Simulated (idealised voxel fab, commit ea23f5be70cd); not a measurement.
Name of the process module below: voxel transistor to metal
Pictured: cross-section cut, 190 nm wide, on a grid of 5 nm square cells.
In what follows, cross-sections appear as grids of square cells, described through bands that run from the top down, where every band is one or more rows of cells.
Look at the band entry: it leads with the top's height and the bottom's height in nm. Then it lists the materials left to right, with a width in nm for each. The word "everywhere" on a single material says that material fills the band edge to edge. The word "blank" is empty space.
We count height from 0. Below that, the starting wafer is all one material. The lowest band never ends at the bottom but goes on down; see "0 and below" for how that is written.
Width "30->40": first value at the band's top row of cells, second value at its bottom row, equal change from row to row.
"no modifications" (step): cross-section cells unchanged, all of them.
The entry titled "Closed void catalog" provides the empty spaces that have no open way to the top, restricted to those of 8 cells or more. Each is presented as width x height at distance, the distance being measured from the left edge, with all three in nm.
If you see something after the settings on a step's line, that's the simulator's own remark about that step.
Each step line may optionally specify "overlay nm", which for a step with a mask gives the rightward distance between the mask's planned place and where it lay, a negative value indicating the leftward direction.
Each of the pairs that make up the rest of this document says: here is the cross-section before one process step, here is the cross-section after it, drawn only down to the lowest band that changed, and here, under the pair, is the step lying between them with its settings. Different pairs may come from different runs of this module on the same starting wafer, so a pair continues from the pair above it only where its entry headed "Incoming profile" says so.
[Incoming profile]
    0 and below = Si everywhere
    Closed void catalog: none
[Post-Step Cross-Section]
    0 down to -5 = SiO2 everywhere
    Lower than -5, everything is as it was.
    Closed void catalog: none
Which step turns the before cross-section above into the after cross-section? OXIDIZE,depth nm 5
Incoming profile: carried over from the after image of the pair right above.
[Post-Step Cross-Section]
    15 down to 0 = SiN everywhere
    Lower than 0, everything is as it was.
    Closed void catalog: none
Which step turns the before cross-section above into the after cross-section? CONFORMAL_DEP,material SiN,thk nm 15
Incoming profile: carried over from the after image of the pair right above.
[Post-Step Cross-Section]
    15 down to 0 = 25 blank | 135 SiN | 30 blank
    Lower than 0, everything is as it was.
    Closed void catalog: none
Which step turns the before cross-section above into the after cross-section? MASKED_ETCH,tone cover,mask id ACTIVE,width nm 135,etch materials SiN,depth nm 15,overlay nm 0
Incoming profile: carried over from the after image of the pair right above.
[Post-Step Cross-Section]
    15 down to 0 = 25 blank | 135 SiN | 30 blank
    0 down to -5 = 25 blank | 135 SiO2 | 30 blank
    Lower than -5, everything is as it was.
    Closed void catalog: none
Which step turns the before cross-section above into the after cross-section? MASKED_ETCH,tone cover,mask id ACTIVE,width nm 135,etch materials SiO2,depth nm 5,overlay nm 0
Incoming profile: carried over from the after image of the pair right above.
[Post-Step Cross-Section]
    15 down to 0 = 25 blank | 135 SiN | 30 blank
    0 down to -5 = 25 blank | 135 SiO2 | 30 blank
    -5 down to -25 = 25 blank | 135 Si | 30 blank
    Lower than -25, everything is as it was.
    Closed void catalog: none
Which step turns the before cross-section above into the after cross-section? MASKED_ETCH,tone cover,mask id ACTIVE,width nm 135,etch materials Si,depth nm 20,overlay nm 0
Incoming profile: carried over from the after image of the pair right above.
[Post-Step Cross-Section]
    25 down to 15 = SiO2 everywhere
    15 down to 0 = 25 SiO2 | 135 SiN | 30 SiO2
    0 down to -5 = SiO2 everywhere
    -5 down to -25 = 25 SiO2 | 135 Si | 30 SiO2
    Lower than -25, everything is as it was.
    Closed void catalog: none
Which step turns the before cross-section above into the after cross-section? FILL_DEP,material SiO2,thk nm 10
Incoming profile: carried over from the after image of the pair right above.
[Post-Step Cross-Section]
    15 down to 0 = 25 SiO2 | 135 SiN | 30 SiO2
    Lower than 0, everything is as it was.
    Closed void catalog: none
Which step turns the before cross-section above into the after cross-section? CMP,height nm 15
Incoming profile: carried over from the after image of the pair right above.
[Post-Step Cross-Section]
    15 down to 10 = 25 blank | 135 SiN | 30 blank
    Lower than 10, everything is as it was.
    Closed void catalog: none
Which step turns the before cross-section above into the after cross-section? SELECTIVE_ETCH,etch materials SiO2,depth nm 5
Incoming profile: carried over from the after image of the pair right above.
[Post-Step Cross-Section]
    10 down to 0 = 25 SiO2 | 135 blank | 30 SiO2
    Lower than 0, everything is as it was.
    Closed void catalog: none
Which step turns the before cross-section above into the after cross-section? STRIP,etch materials SiN
Incoming profile: carried over from the after image of the pair right above.
[Post-Step Cross-Section]
    5 down to -5 = 20 SiO2 | 145 blank | 25 SiO2
    Lower than -5, everything is as it was.
    Closed void catalog: none
Which step turns the before cross-section above into the after cross-section? SELECTIVE_ETCH,etch materials SiO2,depth nm 5
Incoming profile: carried over from the after image of the pair right above.
[Post-Step Cross-Section]
    5 down to -5 = 20 SiO2 | 145 blank | 25 SiO2
    -5 down to -10 = SiO2 everywhere
    Lower than -10, everything is as it was.
    Closed void catalog: none
Which step turns the before cross-section above into the after cross-section? OXIDIZE,depth nm 5
Incoming profile: carried over from the after image of the pair right above.
[Post-Step Cross-Section]
    35 down to 25 = 20 polySi | 145 blank | 25 polySi
    25 down to 5 = polySi everywhere
    5 down to -5 = 20 SiO2 | 145 polySi | 25 SiO2
    Lower than -5, everything is as it was.
    Closed void catalog: none
Which step turns the before cross-section above into the after cross-section? DIRECTIONAL_DEP,material polySi,thk nm 30
Incoming profile: carried over from the after image of the pair right above.
[Post-Step Cross-Section]
    45 down to 35 = 20 SiCN | 145 blank | 25 SiCN
    35 down to 25 = 20 polySi | 145 SiCN | 25 polySi
    Lower than 25, everything is as it was.
    Closed void catalog: none
Which step turns the before cross-section above into the after cross-section? DIRECTIONAL_DEP,material SiCN,thk nm 10
Incoming profile: carried over from the after image of the pair right above.
[Post-Step Cross-Section]
    60 down to 50 = 20 aC | 145 blank | 25 aC
    50 down to 45 = aC everywhere
    45 down to 35 = 20 SiCN | 145 aC | 25 SiCN
    Lower than 35, everything is as it was.
    Closed void catalog: none
Which step turns the before cross-section above into the after cross-section? DIRECTIONAL_DEP,material aC,thk nm 15
Incoming profile: carried over from the after image of the pair right above.
[Post-Step Cross-Section]
    90 down to 60 = 75 blank | 35 resist | 80 blank
    60 down to 50 = 20 aC | 55 blank | 35 resist | 55 blank | 25 aC
    Lower than 50, everything is as it was.
    Closed void catalog: none
Which step turns the before cross-section above into the after cross-section? PATTERN,tone cover,mask id GATE,material resist,width nm 35,thk nm 30,overlay nm 0
Incoming profile: carried over from the after image of the pair right above.
[Post-Step Cross-Section]
    75 down to 50 = 75 blank | 35 resist | 80 blank
    50 down to 45 = 75 blank | 35 aC | 80 blank
    45 down to 35 = 20 SiCN | 55 blank | 35 aC | 55 blank | 25 SiCN
    Lower than 35, everything is as it was.
    Closed void catalog: none
Which step turns the before cross-section above into the after cross-section? DIRECTIONAL_ETCH,etch materials aC,depth nm 15
Incoming profile: carried over from the after image of the pair right above.
[Post-Step Cross-Section]
    50 down to 45 = 75 blank | 35 aC | 80 blank
    Lower than 45, everything is as it was.
    Closed void catalog: none
Which step turns the before cross-section above into the after cross-section? STRIP,etch materials resist
Incoming profile: carried over from the after image of the pair right above.
[Post-Step Cross-Section]
    50 down to 35 = 75 blank | 35 aC | 80 blank
    35 down to 25 = 20 polySi | 55 blank | 35 SiCN | 55 blank | 25 polySi
    Lower than 25, everything is as it was.
    Closed void catalog: none
Which step turns the before cross-section above into the after cross-section? DIRECTIONAL_ETCH,etch materials SiCN,depth nm 20
Incoming profile: carried over from the after image of the pair right above.
[Post-Step Cross-Section]
    50 down to 35 = 75 blank | 35 aC | 80 blank
    35 down to 25 = 75 blank | 35 SiCN | 80 blank
    25 down to 5 = 75 blank | 35 polySi | 80 blank
    5 down to -5 = 20 SiO2 | 55 blank | 35 polySi | 55 blank | 25 SiO2
    Lower than -5, everything is as it was.
    Closed void catalog: none
Which step turns the before cross-section above into the after cross-section? DIRECTIONAL_ETCH,etch materials polySi,depth nm 40
Incoming profile: carried over from the after image of the pair right above.
[Post-Step Cross-Section]
    35 down to 25 = 75 blank | 35 SiCN | 80 blank
    Lower than 25, everything is as it was.
    Closed void catalog: none
Which step turns the before cross-section above into the after cross-section? STRIP,etch materials aC
Incoming profile: carried over from the after image of the pair right above.
[Post-Step Cross-Section]
    40 down to 35 = 70 blank | 45 SiN | 75 blank
    35 down to 25 = 70 blank | 5 SiN | 35 SiCN | 5 SiN | 75 blank
    25 down to 10 = 70 blank | 5 SiN | 35 polySi | 5 SiN | 75 blank
    10 down to 5 = 25 SiN | 45 blank | 5 SiN | 35 polySi | 5 SiN | 45 blank | 30 SiN
    5 down to 0 = 20 SiO2 | 5 SiN | 45 blank | 5 SiN | 35 polySi | 5 SiN | 45 blank | 5 SiN | 25 SiO2
    0 down to -5 = 20 SiO2 | 55 SiN | 35 polySi | 55 SiN | 25 SiO2
    Lower than -5, everything is as it was.
    Closed void catalog: none
Which step turns the before cross-section above into the after cross-section? CONFORMAL_DEP,material SiN,thk nm 5
Incoming profile: carried over from the after image of the pair right above.
[Post-Step Cross-Section]
    35 down to 25 = 70 blank | 5 SiN | 35 SiCN | 5 SiN | 75 blank
    25 down to 5 = 70 blank | 5 SiN | 35 polySi | 5 SiN | 75 blank
    5 down to -5 = 20 SiO2 | 5 SiN | 45 blank | 5 SiN | 35 polySi | 5 SiN | 45 blank | 5 SiN | 25 SiO2
    Lower than -5, everything is as it was.
    Closed void catalog: none
Which step turns the before cross-section above into the after cross-section? DIRECTIONAL_ETCH,etch materials SiN,depth nm 5
Incoming profile: carried over from the after image of the pair right above.
[Post-Step Cross-Section]
    35 down to 25 = 70 blank | 5 SiN | 35 SiCN | 5 SiN | 75 blank
    25 down to 5 = 70 blank | 5 SiN | 35 polySi | 5 SiN | 75 blank
    5 down to 0 = 20 blank | 5 SiN | 45 blank | 5 SiN | 35 polySi | 5 SiN | 45 blank | 5 SiN | 25 blank
    0 down to -5 = 20 SiO2 | 5 SiN | 45 blank | 5 SiN | 35 polySi | 5 SiN | 45 blank | 5 SiN | 25 SiO2
    -5 down to -10 = 25 SiO2 | 45 blank | 45 SiO2 | 45 blank | 30 SiO2
    Lower than -10, everything is as it was.
    Closed void catalog: none
Which step turns the before cross-section above into the after cross-section? DIRECTIONAL_ETCH,etch materials SiO2,depth nm 5
Incoming profile: carried over from the after image of the pair right above.
[Post-Step Cross-Section]
    35 down to 25 = 70 blank | 5 SiN | 35 SiCN | 5 SiN | 75 blank
    25 down to 5 = 70 blank | 5 SiN | 35 polySi | 5 SiN | 75 blank
    5 down to 0 = 20 blank | 5 SiN | 45 blank | 5 SiN | 35 polySi | 5 SiN | 45 blank | 5 SiN | 25 blank
    0 down to -5 = 20 SiO2 | 5 SiN | 45 blank | 5 SiN | 35 polySi | 5 SiN | 45 blank | 5 SiN | 25 SiO2
    -5 down to -10 = 25 SiO2 | 45 blank | 45 SiO2 | 45 blank | 30 SiO2
    -10 down to -15 = 25 SiO2 | 45 blank | 45 Si | 45 blank | 30 SiO2
    Lower than -15, everything is as it was.
    Closed void catalog: none
Which step turns the before cross-section above into the after cross-section? DIRECTIONAL_ETCH,etch materials Si,depth nm 5
Incoming profile: carried over from the after image of the pair right above.
[Post-Step Cross-Section]
    35 down to 25 = 70 blank | 5 SiN | 35 SiCN | 5 SiN | 75 blank
    25 down to 5 = 70 blank | 5 SiN | 35 polySi | 5 SiN | 75 blank
    5 down to 0 = 20 blank | 5 SiN | 45 blank | 5 SiN | 35 polySi | 5 SiN | 45 blank | 5 SiN | 25 blank
    0 down to -5 = 20 SiO2 | 5 SiN | 45 blank | 5 SiN | 35 polySi | 5 SiN | 45 blank | 5 SiN | 25 SiO2
    -5 down to -10 = 25 SiO2 | 40 blank | 5 nSi | 45 SiO2 | 5 nSi | 40 blank | 30 SiO2
    -10 down to -15 = 25 SiO2 | 45 nSi | 45 Si | 45 nSi | 30 SiO2
    Lower than -15, everything is as it was.
    Closed void catalog: none
Which step turns the before cross-section above into the after cross-section? EPI,material nSi,thk nm 5
Incoming profile: carried over from the after image of the pair right above.
[Post-Step Cross-Section]
    45 down to 35 = SiO2 everywhere
    35 down to 25 = 70 SiO2 | 5 SiN | 35 SiCN | 5 SiN | 75 SiO2
    25 down to 5 = 70 SiO2 | 5 SiN | 35 polySi | 5 SiN | 75 SiO2
    5 down to -5 = 20 SiO2 | 5 SiN | 45 SiO2 | 5 SiN | 35 polySi | 5 SiN | 45 SiO2 | 5 SiN | 25 SiO2
    -5 down to -10 = 65 SiO2 | 5 nSi | 45 SiO2 | 5 nSi | 70 SiO2
    Lower than -10, everything is as it was.
    Closed void catalog: none
Which step turns the before cross-section above into the after cross-section? FILL_DEP,material SiO2,thk nm 10
Incoming profile: carried over from the after image of the pair right above.
[Post-Step Cross-Section]
    25 down to 5 = 70 SiO2 | 5 SiN | 35 polySi | 5 SiN | 75 SiO2
    Lower than 5, everything is as it was.
    Closed void catalog: none
Which step turns the before cross-section above into the after cross-section? CMP,height nm 25
Incoming profile: carried over from the after image of the pair right above.
[Post-Step Cross-Section]
    25 down to 5 = 70 SiO2 | 5 SiN | 35 blank | 5 SiN | 75 SiO2
    5 down to -5 = 20 SiO2 | 5 SiN | 45 SiO2 | 5 SiN | 35 blank | 5 SiN | 45 SiO2 | 5 SiN | 25 SiO2
    Lower than -5, everything is as it was.
    Closed void catalog: none
Which step turns the before cross-section above into the after cross-section? STRIP,etch materials polySi
Incoming profile: carried over from the after image of the pair right above.
[Post-Step Cross-Section]
    25 down to 20 = 70 blank | 5 SiN | 35 blank | 5 SiN | 75 blank
    20 down to 5 = 70 SiO2 | 5 SiN | 35 blank | 5 SiN | 75 SiO2
    5 down to -5 = 20 SiO2 | 5 SiN | 45 SiO2 | 5 SiN | 35 blank | 5 SiN | 45 SiO2 | 5 SiN | 25 SiO2
    -5 down to -10 = 65 SiO2 | 5 nSi | 45 blank | 5 nSi | 70 SiO2
    Lower than -10, everything is as it was.
    Closed void catalog: none
Which step turns the before cross-section above into the after cross-section? SELECTIVE_ETCH,etch materials SiO2,depth nm 5
Incoming profile: carried over from the after image of the pair right above.
[Post-Step Cross-Section]
    30 down to 25 = 65 blank | 15 HfO2 | 25 blank | 15 HfO2 | 70 blank
    25 down to 20 = 70 HfO2 | 5 SiN | 5 HfO2 | 25 blank | 5 HfO2 | 5 SiN | 75 HfO2
    20 down to 5 = 70 SiO2 | 5 SiN | 5 HfO2 | 25 blank | 5 HfO2 | 5 SiN | 75 SiO2
    5 down to -5 = 20 SiO2 | 5 SiN | 45 SiO2 | 5 SiN | 5 HfO2 | 25 blank | 5 HfO2 | 5 SiN | 45 SiO2 | 5 SiN | 25 SiO2
    -5 down to -10 = 65 SiO2 | 5 nSi | 45 HfO2 | 5 nSi | 70 SiO2
    Lower than -10, everything is as it was.
    Closed void catalog: none
Which step turns the before cross-section above into the after cross-section? CONFORMAL_DEP,material HfO2,thk nm 5
Incoming profile: carried over from the after image of the pair right above.
[Post-Step Cross-Section]
    35 down to 30 = 60 blank | 25 TiN | 15 blank | 25 TiN | 65 blank
    30 down to 25 = 65 TiN | 15 HfO2 | 5 TiN | 15 blank | 5 TiN | 15 HfO2 | 70 TiN
    25 down to 20 = 70 HfO2 | 5 SiN | 5 HfO2 | 5 TiN | 15 blank | 5 TiN | 5 HfO2 | 5 SiN | 75 HfO2
    20 down to 5 = 70 SiO2 | 5 SiN | 5 HfO2 | 5 TiN | 15 blank | 5 TiN | 5 HfO2 | 5 SiN | 75 SiO2
    5 down to 0 = 20 SiO2 | 5 SiN | 45 SiO2 | 5 SiN | 5 HfO2 | 5 TiN | 15 blank | 5 TiN | 5 HfO2 | 5 SiN | 45 SiO2 | 5 SiN | 25 SiO2
    0 down to -5 = 20 SiO2 | 5 SiN | 45 SiO2 | 5 SiN | 5 HfO2 | 25 TiN | 5 HfO2 | 5 SiN | 45 SiO2 | 5 SiN | 25 SiO2
    Lower than -5, everything is as it was.
    Closed void catalog: none
Which step turns the before cross-section above into the after cross-section? CONFORMAL_DEP,material TiN,thk nm 5
Incoming profile: carried over from the after image of the pair right above.
[Post-Step Cross-Section]
    45 down to 35 = W everywhere
    35 down to 30 = 60 W | 25 TiN | 15 W | 25 TiN | 65 W
    30 down to 25 = 65 TiN | 15 HfO2 | 5 TiN | 15 W | 5 TiN | 15 HfO2 | 70 TiN
    25 down to 20 = 70 HfO2 | 5 SiN | 5 HfO2 | 5 TiN | 15 W | 5 TiN | 5 HfO2 | 5 SiN | 75 HfO2
    20 down to 5 = 70 SiO2 | 5 SiN | 5 HfO2 | 5 TiN | 15 W | 5 TiN | 5 HfO2 | 5 SiN | 75 SiO2
    5 down to 0 = 20 SiO2 | 5 SiN | 45 SiO2 | 5 SiN | 5 HfO2 | 5 TiN | 15 W | 5 TiN | 5 HfO2 | 5 SiN | 45 SiO2 | 5 SiN | 25 SiO2
    Lower than 0, everything is as it was.
    Closed void catalog: none
Which step turns the before cross-section above into the after cross-section? FILL_DEP,material W,thk nm 10
Incoming profile: carried over from the after image of the pair right above.
[Post-Step Cross-Section]
    20 down to 5 = 70 SiO2 | 5 SiN | 5 HfO2 | 5 TiN | 15 W | 5 TiN | 5 HfO2 | 5 SiN | 75 SiO2
    Lower than 5, everything is as it was.
    Closed void catalog: none
Which step turns the before cross-section above into the after cross-section? CMP,height nm 20
Incoming profile: carried over from the after image of the pair right above.
[Post-Step Cross-Section]
    35 down to 20 = SiO2 everywhere
    Lower than 20, everything is as it was.
    Closed void catalog: none
Which step turns the before cross-section above into the after cross-section? DIRECTIONAL_DEP,material SiO2,thk nm 15
Incoming profile: carried over from the after image of the pair right above.
[Post-Step Cross-Section]
    35 down to 20 = 35 SiO2 | 20 blank | 75 SiO2 | 20 blank | 40 SiO2
    20 down to 5 = 35 SiO2 | 20 blank | 15 SiO2 | 5 SiN | 5 HfO2 | 5 TiN | 15 W | 5 TiN | 5 HfO2 | 5 SiN | 15 SiO2 | 20 blank | 40 SiO2
    5 down to 0 = 20 SiO2 | 5 SiN | 10 SiO2 | 20 blank | 15 SiO2 | 5 SiN | 5 HfO2 | 5 TiN | 15 W | 5 TiN | 5 HfO2 | 5 SiN | 15 SiO2 | 20 blank | 10 SiO2 | 5 SiN | 25 SiO2
    0 down to -5 = 20 SiO2 | 5 SiN | 10 SiO2 | 20 blank | 15 SiO2 | 5 SiN | 5 HfO2 | 25 TiN | 5 HfO2 | 5 SiN | 15 SiO2 | 20 blank | 10 SiO2 | 5 SiN | 25 SiO2
    -5 down to -10 = 35 SiO2 | 20 blank | 10 SiO2 | 5 nSi | 45 HfO2 | 5 nSi | 10 SiO2 | 20 blank | 40 SiO2
    Lower than -10, everything is as it was.
    Closed void catalog: none
Which step turns the before cross-section above into the after cross-section? MASKED_ETCH,tone open,mask id CONTACT,width nm 20,pitch nm 95,etch materials SiO2,depth nm 45,overlay nm 0
Incoming profile: carried over from the after image of the pair right above.
[Post-Step Cross-Section]
    40 down to 35 = 40 TiN | 10 blank | 85 TiN | 10 blank | 45 TiN
    35 down to 20 = 35 SiO2 | 5 TiN | 10 blank | 5 TiN | 75 SiO2 | 5 TiN | 10 blank | 5 TiN | 40 SiO2
    20 down to 5 = 35 SiO2 | 5 TiN | 10 blank | 5 TiN | 15 SiO2 | 5 SiN | 5 HfO2 | 5 TiN | 15 W | 5 TiN | 5 HfO2 | 5 SiN | 15 SiO2 | 5 TiN | 10 blank | 5 TiN | 40 SiO2
    5 down to 0 = 20 SiO2 | 5 SiN | 10 SiO2 | 5 TiN | 10 blank | 5 TiN | 15 SiO2 | 5 SiN | 5 HfO2 | 5 TiN | 15 W | 5 TiN | 5 HfO2 | 5 SiN | 15 SiO2 | 5 TiN | 10 blank | 5 TiN | 10 SiO2 | 5 SiN | 25 SiO2
    0 down to -5 = 20 SiO2 | 5 SiN | 10 SiO2 | 5 TiN | 10 blank | 5 TiN | 15 SiO2 | 5 SiN | 5 HfO2 | 25 TiN | 5 HfO2 | 5 SiN | 15 SiO2 | 5 TiN | 10 blank | 5 TiN | 10 SiO2 | 5 SiN | 25 SiO2
    -5 down to -10 = 35 SiO2 | 20 TiN | 10 SiO2 | 5 nSi | 45 HfO2 | 5 nSi | 10 SiO2 | 20 TiN | 40 SiO2
    Lower than -10, everything is as it was.
    Closed void catalog: none
Which step turns the before cross-section above into the after cross-section? CONFORMAL_DEP,material TiN,thk nm 5
Incoming profile: carried over from the after image of the pair right above.
[Post-Step Cross-Section]
    45 down to 40 = W everywhere
    40 down to 35 = 40 TiN | 10 W | 85 TiN | 10 W | 45 TiN
    35 down to 20 = 35 SiO2 | 5 TiN | 10 W | 5 TiN | 75 SiO2 | 5 TiN | 10 W | 5 TiN | 40 SiO2
    20 down to 5 = 35 SiO2 | 5 TiN | 10 W | 5 TiN | 15 SiO2 | 5 SiN | 5 HfO2 | 5 TiN | 15 W | 5 TiN | 5 HfO2 | 5 SiN | 15 SiO2 | 5 TiN | 10 W | 5 TiN | 40 SiO2
    5 down to 0 = 20 SiO2 | 5 SiN | 10 SiO2 | 5 TiN | 10 W | 5 TiN | 15 SiO2 | 5 SiN | 5 HfO2 | 5 TiN | 15 W | 5 TiN | 5 HfO2 | 5 SiN | 15 SiO2 | 5 TiN | 10 W | 5 TiN | 10 SiO2 | 5 SiN | 25 SiO2
    0 down to -5 = 20 SiO2 | 5 SiN | 10 SiO2 | 5 TiN | 10 W | 5 TiN | 15 SiO2 | 5 SiN | 5 HfO2 | 25 TiN | 5 HfO2 | 5 SiN | 15 SiO2 | 5 TiN | 10 W | 5 TiN | 10 SiO2 | 5 SiN | 25 SiO2
    Lower than -5, everything is as it was.
    Closed void catalog: none
Which step turns the before cross-section above into the after cross-section? FILL_DEP,material W,thk nm 5
Incoming profile: carried over from the after image of the pair right above.
[Post-Step Cross-Section]
    35 down to 20 = 35 SiO2 | 5 TiN | 10 W | 5 TiN | 75 SiO2 | 5 TiN | 10 W | 5 TiN | 40 SiO2
    Lower than 20, everything is as it was.
    Closed void catalog: none
Which step turns the before cross-section above into the after cross-section? CMP,height nm 35
Incoming profile: carried over from the after image of the pair right above.
[Post-Step Cross-Section]
    40 down to 35 = TiN everywhere
    Lower than 35, everything is as it was.
    Closed void catalog: none
Which step turns the before cross-section above into the after cross-section? DIRECTIONAL_DEP,material TiN,thk nm 5
Incoming profile: carried over from the after image of the pair right above.
[Post-Step Cross-Section]
    60 down to 40 = W everywhere
    Lower than 40, everything is as it was.
    Closed void catalog: none
Which step turns the before cross-section above into the after cross-section? DIRECTIONAL_DEP,material W,thk nm 20
Incoming profile: carried over from the after image of the pair right above.
[Post-Step Cross-Section]
    60 down to 40 = 35 blank | 20 W | 75 blank | 20 W | 40 blank
    Lower than 40, everything is as it was.
    Closed void catalog: none
Which step turns the before cross-section above into the after cross-section? MASKED_ETCH,tone cover,mask id METAL_1,width nm 20,pitch nm 95,etch materials W,depth nm 20,overlay nm 0
Incoming profile: carried over from the after image of the pair right above.
[Post-Step Cross-Section]
    60 down to 40 = 35 blank | 20 W | 75 blank | 20 W | 40 blank
    40 down to 35 = 35 blank | 20 TiN | 75 blank | 20 TiN | 40 blank
    Lower than 35, everything is as it was.
    Closed void catalog: none
Which step turns the before cross-section above into the after cross-section? MASKED_ETCH,tone cover,mask id METAL_1,width nm 20,pitch nm 95,etch materials TiN,depth nm 5,overlay nm 0
Incoming profile: carried over from the after image of the pair right above.
[Post-Step Cross-Section]
    70 down to 60 = lowk everywhere
    60 down to 40 = 35 lowk | 20 W | 75 lowk | 20 W | 40 lowk
    40 down to 35 = 35 lowk | 20 TiN | 75 lowk | 20 TiN | 40 lowk
    Lower than 35, everything is as it was.
    Closed void catalog: none
Which step turns the before cross-section above into the after cross-section? FILL_DEP,material lowk,thk nm 10
Incoming profile: carried over from the after image of the pair right above.
[Post-Step Cross-Section]
    60 down to 40 = 35 lowk | 20 W | 75 lowk | 20 W | 40 lowk
    Lower than 40, everything is as it was.
    Closed void catalog: none
Which step turns the before cross-section above into the after cross-section? CMP,height nm 60
Incoming profile: carried over from the after image of the pair right above.
[Post-Step Cross-Section]
    65 down to 60 = SiCN everywhere
    Lower than 60, everything is as it was.
    Closed void catalog: none
Which step turns the before cross-section above into the after cross-section? CONFORMAL_DEP,material SiCN,thk nm 5
[Incoming profile]
    45 down to 35 = W everywhere
    35 down to 30 = 60 W | 25 TiN | 15 W | 25 TiN | 65 W
    30 down to 25 = 65 TiN | 15 HfO2 | 5 TiN | 15 W | 5 TiN | 15 HfO2 | 70 TiN
    25 down to 20 = 70 HfO2 | 5 SiN | 5 HfO2 | 5 TiN | 15 W | 5 TiN | 5 HfO2 | 5 SiN | 75 HfO2
    20 down to 5 = 70 SiO2 | 5 SiN | 5 HfO2 | 5 TiN | 15 W | 5 TiN | 5 HfO2 | 5 SiN | 75 SiO2
    5 down to 0 = 20 SiO2 | 5 SiN | 45 SiO2 | 5 SiN | 5 HfO2 | 5 TiN | 15 W | 5 TiN | 5 HfO2 | 5 SiN | 45 SiO2 | 5 SiN | 25 SiO2
    0 down to -5 = 20 SiO2 | 5 SiN | 45 SiO2 | 5 SiN | 5 HfO2 | 25 TiN | 5 HfO2 | 5 SiN | 45 SiO2 | 5 SiN | 25 SiO2
    -5 down to -10 = 65 SiO2 | 5 nSi | 45 HfO2 | 5 nSi | 70 SiO2
    -10 down to -15 = 25 SiO2 | 45 nSi | 45 Si | 45 nSi | 30 SiO2
    -15 down to -25 = 25 SiO2 | 135 Si | 30 SiO2
    -25 and below = Si everywhere
    Closed void catalog: none
[Post-Step Cross-Section]
    60 down to 45 = SiO2 everywhere
    Lower than 45, everything is as it was.
    Closed void catalog: none
Which step turns the before cross-section above into the after cross-section? DIRECTIONAL_DEP,material SiO2,thk nm 15
Incoming profile: carried over from the after image of the pair right above.
[Post-Step Cross-Section]
    60 down to 45 = 35 SiO2 | 20 blank | 75 SiO2 | 20 blank | 40 SiO2
    Lower than 45, everything is as it was.
    Closed void catalog: none
Which step turns the before cross-section above into the after cross-section? MASKED_ETCH,tone open,mask id CONTACT,width nm 20,pitch nm 95,etch materials SiO2,depth nm 45,overlay nm 0
Incoming profile: carried over from the after image of the pair right above.
[Post-Step Cross-Section]
    65 down to 60 = 40 TiN | 10 blank | 85 TiN | 10 blank | 45 TiN
    60 down to 50 = 35 SiO2 | 5 TiN | 10 blank | 5 TiN | 75 SiO2 | 5 TiN | 10 blank | 5 TiN | 40 SiO2
    50 down to 45 = 35 SiO2 | 20 TiN | 75 SiO2 | 20 TiN | 40 SiO2
    Lower than 45, everything is as it was.
    Closed void catalog: none
Which step turns the before cross-section above into the after cross-section? CONFORMAL_DEP,material TiN,thk nm 5
Incoming profile: carried over from the after image of the pair right above.
[Post-Step Cross-Section]
    70 down to 65 = W everywhere
    65 down to 60 = 40 TiN | 10 W | 85 TiN | 10 W | 45 TiN
    60 down to 50 = 35 SiO2 | 5 TiN | 10 W | 5 TiN | 75 SiO2 | 5 TiN | 10 W | 5 TiN | 40 SiO2
    Lower than 50, everything is as it was.
    Closed void catalog: none
Which step turns the before cross-section above into the after cross-section? FILL_DEP,material W,thk nm 5
Incoming profile: carried over from the after image of the pair right above.
[Post-Step Cross-Section]
    35 down to 30 = 60 W | 25 TiN | 15 W | 25 TiN | 65 W
    Lower than 30, everything is as it was.
    Closed void catalog: none
Which step turns the before cross-section above into the after cross-section? CMP,height nm 35
Incoming profile: carried over from the after image of the pair right above.
[Post-Step Cross-Section]
    40 down to 35 = TiN everywhere
    Lower than 35, everything is as it was.
    Closed void catalog: none
Which step turns the before cross-section above into the after cross-section? DIRECTIONAL_DEP,material TiN,thk nm 5
Incoming profile: carried over from the after image of the pair right above.
[Post-Step Cross-Section]
    60 down to 40 = W everywhere
    Lower than 40, everything is as it was.
    Closed void catalog: none
Which step turns the before cross-section above into the after cross-section? DIRECTIONAL_DEP,material W,thk nm 20
Incoming profile: carried over from the after image of the pair right above.
[Post-Step Cross-Section]
    60 down to 40 = 35 blank | 20 W | 75 blank | 20 W | 40 blank
    Lower than 40, everything is as it was.
    Closed void catalog: none
Which step turns the before cross-section above into the after cross-section? MASKED_ETCH,tone cover,mask id METAL_1,width nm 20,pitch nm 95,etch materials W,depth nm 20,overlay nm 0
Incoming profile: carried over from the after image of the pair right above.
[Post-Step Cross-Section]
    60 down to 40 = 35 blank | 20 W | 75 blank | 20 W | 40 blank
    40 down to 35 = 35 blank | 20 TiN | 75 blank | 20 TiN | 40 blank
    Lower than 35, everything is as it was.
    Closed void catalog: none
Which step turns the before cross-section above into the after cross-section? MASKED_ETCH,tone cover,mask id METAL_1,width nm 20,pitch nm 95,etch materials TiN,depth nm 5,overlay nm 0
Incoming profile: carried over from the after image of the pair right above.
[Post-Step Cross-Section]
    70 down to 60 = lowk everywhere
    60 down to 40 = 35 lowk | 20 W | 75 lowk | 20 W | 40 lowk
    40 down to 35 = 35 lowk | 20 TiN | 75 lowk | 20 TiN | 40 lowk
    Lower than 35, everything is as it was.
    Closed void catalog: none
Which step turns the before cross-section above into the after cross-section? FILL_DEP,material lowk,thk nm 10
Incoming profile: carried over from the after image of the pair right above.
[Post-Step Cross-Section]
    60 down to 40 = 35 lowk | 20 W | 75 lowk | 20 W | 40 lowk
    Lower than 40, everything is as it was.
    Closed void catalog: none
Which step turns the before cross-section above into the after cross-section? CMP,height nm 60
Incoming profile: carried over from the after image of the pair right above.
[Post-Step Cross-Section]
    65 down to 60 = SiCN everywhere
    Lower than 60, everything is as it was.
    Closed void catalog: none
Which step turns the before cross-section above into the after cross-section? CONFORMAL_DEP,material SiCN,thk nm 5
[Incoming profile]
    15 down to 0 = 25 blank | 135 SiN | 30 blank
    0 down to -5 = 25 blank | 135 SiO2 | 30 blank
    -5 down to -25 = 25 blank | 135 Si | 30 blank
    -25 and below = Si everywhere
    Closed void catalog: none
[Post-Step Cross-Section]
    15 down to 0 = 25 blank | 135 SiN | 30 blank
    0 down to -5 = 25 blank | 135 SiO2 | 30 blank
    -5 down to -45 = 25 blank | 135 Si | 30 blank
    Lower than -45, everything is as it was.
    Closed void catalog: none
Which step turns the before cross-section above into the after cross-section? MASKED_ETCH,tone cover,mask id ACTIVE,width nm 135,etch materials Si,depth nm 20,overlay nm 0
Incoming profile: carried over from the after image of the pair right above.
[Post-Step Cross-Section]
    25 down to 15 = SiO2 everywhere
    15 down to 0 = 25 SiO2 | 135 SiN | 30 SiO2
    0 down to -5 = SiO2 everywhere
    -5 down to -45 = 25 SiO2 | 135 Si | 30 SiO2
    Lower than -45, everything is as it was.
    Closed void catalog: none
Which step turns the before cross-section above into the after cross-section? FILL_DEP,material SiO2,thk nm 10
